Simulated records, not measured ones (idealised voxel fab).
process module | voxel quadruple lines
Square cells of 5 nm make up the cross-section cut, whose width is 240 nm.
In this document a cross-section is written as a grid of square cells. It is given as a series of bands, listed from the top down, and a band is one or more rows of cells.
Heads up on the band format: heights come first, top then bottom, in nm. After that it's the materials left to right, each with its width in nm. A single material flagged "all across" fills the whole band edge to edge, and "air" means there's empty space there.
Height is counted from the level 0, under which the received wafer is composed throughout of one material. The lowest of the bands is not closed at the bottom but continues downward, in the notation "0 -> down".
A two-number width, for instance "30..40", indicates that the width is equal to the first number in the top row of the band and to the second number in the bottom row, and that it changes by a constant amount per row of cells.
You'll sometimes find "nothing was modified" written for a step, and that's the way of saying that nowhere in the cross-section did a cell change during that step.
What "Closed empty spaces" gives you is every empty space of 8 cells or more that is cut off from the top. Each appears as width x height at distance, with the distance taken from the left edge and width, height and distance all in nm.
Read whatever lies past the settings on a step's line as the simulator's own remark about the step.
"overlay nm", when on a step's line for a step with a mask, measures how far to the right of its planned place the mask lay; a negative measure means to the left.
THE PLANNED PROCESS STEPS ARE ENUMERATED HEREUNDER
| 1 | RECEIVE with material Si |
| 2 | CONFORMAL_DEP with material SiO2, thk nm 10 |
| 3 | DIRECTIONAL_DEP with material TiN, thk nm 15 |
| 4 | DIRECTIONAL_DEP with material polySi, thk nm 20 |
| 5 | DIRECTIONAL_DEP with material aC, thk nm 20 |
| 6 | PATTERN with tone cover, mask id MANDREL, material resist, width nm 30, thk nm 30, overlay nm 0 |
| 7 | DIRECTIONAL_ETCH with etch materials aC, depth nm 20 |
| 8 | STRIP with etch materials resist |
| 9 | CONFORMAL_DEP with material SiO2, thk nm 10 |
| 10 | DIRECTIONAL_ETCH with etch materials SiO2, depth nm 10 |
| 11 | STRIP with etch materials aC |
| 12 | DIRECTIONAL_ETCH with etch materials polySi, depth nm 20 |
| 13 | STRIP with etch materials SiO2 |
| 14 | CONFORMAL_DEP with material SiCN, thk nm 10 |
| 15 | DIRECTIONAL_ETCH with etch materials SiCN, depth nm 10 |
| 16 | STRIP with etch materials polySi |
| 17 | DIRECTIONAL_ETCH with etch materials TiN, depth nm 15 |
| 18 | STRIP with etch materials SiCN |
THE CROSS-SECTION HERE SHOWS THE WAFER AS RECEIVED, I.E. IN ITS STATE AFTER STEP 1
    0 -> down | Si all across
    Closed empty spaces: none
SECTIONED VIEW, FIRST OF TWO WAFERS, AT THE CLOSE OF THE MODULE, PROCESSED AS INTENDED IN THE PLAN
    25 -> 10 | 85 air; 10 TiN; 10 air; 10 TiN; 10 air; 10 TiN; 10 air; 10 TiN; 85 air
    10 -> 0 | SiO2 all across
    0 -> down | Si all across
    Closed empty spaces: none
HERE'S THE SECOND OF OUR TWO WAFERS SECTIONED AT MODULE END. SAME START AS THE FIRST, SAME PLAN, BUT ONE MISTAKE GOT MADE RUNNING IT
    45 -> 25 | 95 air; 10 polySi; 30 air; 10 polySi; 95 air
    25 -> 10 | 95 air; 10 TiN; 30 air; 10 TiN; 95 air
    10 -> 0 | SiO2 all across
    0 -> down | Si all across
    Closed empty spaces: none
In executing the process, a mistake was made relative to the plan: step 16 ran with different settings than intended, the actual operation and settings being STRIP with etch materials SiCN
End of process, cell counts, second wafer against first, materials with more or fewer: -12 TiN | +16 polySi
